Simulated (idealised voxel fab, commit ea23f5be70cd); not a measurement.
Proc. module: voxel ribs on slabs
Displayed cross-section: cut, width of 280 nm, square cells sized 5 nm.
Format of a cross-section: grid, square cells. Given as bands. Order: top down. Band: one or more rows of cells.
Per band: top height and bottom height in nm, followed by the left-to-right materials and their widths in nm; "full width" marks a single material spanning edge to edge, "blank" marks empty space.
Beneath 0, the wafer as received is one material, and that level is where height counting begins. The lowest band goes on downward without a bottom; it is written like "top 0, no bottom".
When a width is written as two numbers, as in "30->40", the first number is the width in the top row of cells of the band and the second is the width in its bottom row, and the width changes by the same amount from each row to the next.
Where the words "all unchanged" appear for a step, the cross-section shows no cell changed by that step; every cell remained as before.
"Enclosed cavity list" - sealed voids, min. 8 cells, no opening to top; format: width x height at distance (distance from left edge; nm throughout).
Note: text after step settings on the step line = simulator remark on that step.
"overlay nm" answers the question of how far to the right of plan the mask lay on a step that has a mask, and when it is negative the answer is to the left.

# The process steps that were planned are listed below
1. RECEIVE, material Si
2. DIRECTIONAL_DEP, material SiO2, thk nm 25
3. DIRECTIONAL_DEP, material polySi, thk nm 15
4. DIRECTIONAL_DEP, material aC, thk nm 10
5. PATTERN, tone cover, mask id RIB, material resist, width nm 15, thk nm 30, overlay nm 0
6. DIRECTIONAL_ETCH, etch materials aC, depth nm 10
7. STRIP, etch materials resist
8. DIRECTIONAL_ETCH, etch materials polySi, depth nm 10
9. STRIP, etch materials aC
10. DIRECTIONAL_DEP, material aC, thk nm 15
11. PATTERN, tone cover, mask id SLAB, material resist, width nm 55, thk nm 35, overlay nm 0
12. DIRECTIONAL_ETCH, etch materials aC, depth nm 15
13. STRIP, etch materials resist
14. DIRECTIONAL_ETCH, etch materials polySi, depth nm 5
15. STRIP, etch materials aC
16. FILL_DEP, material SiO2, thk nm 20
17. CMP, height nm 50
18. DIRECTIONAL_DEP, material TiN, thk nm 5
19. DIRECTIONAL_DEP, material aC, thk nm 15
20. PATTERN, tone cover, mask id HEATER, material resist, width nm 25, thk nm 35, overlay nm 0
21. DIRECTIONAL_ETCH, etch materials aC, depth nm 15
22. STRIP, etch materials resist
23. DIRECTIONAL_ETCH, etch materials TiN, depth nm 5
24. STRIP, etch materials aC
25. CONFORMAL_DEP, material SiO2, thk nm 10

# This is the cross-section of the wafer as we received it, i.e. after step 1
* top 0, no bottom | Si full width
* Enclosed cavity list: none

# First of two wafers at the end of the module, shown in cross-section; run carried out as planned
* top 65, bottom 60 | blank=115, SiO2=45, blank=120
* top 60, bottom 55 | SiO2 full width
* top 55, bottom 50 | SiO2=125, TiN=25, SiO2=130
* top 50, bottom 40 | SiO2 full width
* top 40, bottom 30 | SiO2=130, polySi=15, SiO2=135
* top 30, bottom 25 | SiO2=110, polySi=55, SiO2=115
* top 25, bottom 0 | SiO2 full width
* top 0, no bottom | Si full width
* Enclosed cavity list: none

# So this is wafer number two of the two, cut at the end of the module - it started where the first did and had the same plan, we just got one thing wrong running it
* top 65, bottom 60 | blank=115, SiO2=45, blank=120
* top 60, bottom 55 | SiO2 full width
* top 55, bottom 50 | SiO2=125, TiN=25, SiO2=130
* top 50, bottom 35 | SiO2 full width
* top 35, bottom 30 | SiO2=130, polySi=15, SiO2=135
* top 30, bottom 25 | polySi=110, SiO2=20, polySi=15, SiO2=20, polySi=115
* top 25, bottom 0 | SiO2 full width
* top 0, no bottom | Si full width
* Enclosed cavity list: none
It is concluded that the wafer was processed incorrectly with respect to the plan, in that for step 11, the planned setting was not used; the step was instead run as PATTERN, tone open, mask id SLAB, material resist, width nm 55, thk nm 35, overlay nm 0
Cell-count delta at end, second wafer over first, by material: SiO2: 34 fewer | polySi: 34 more
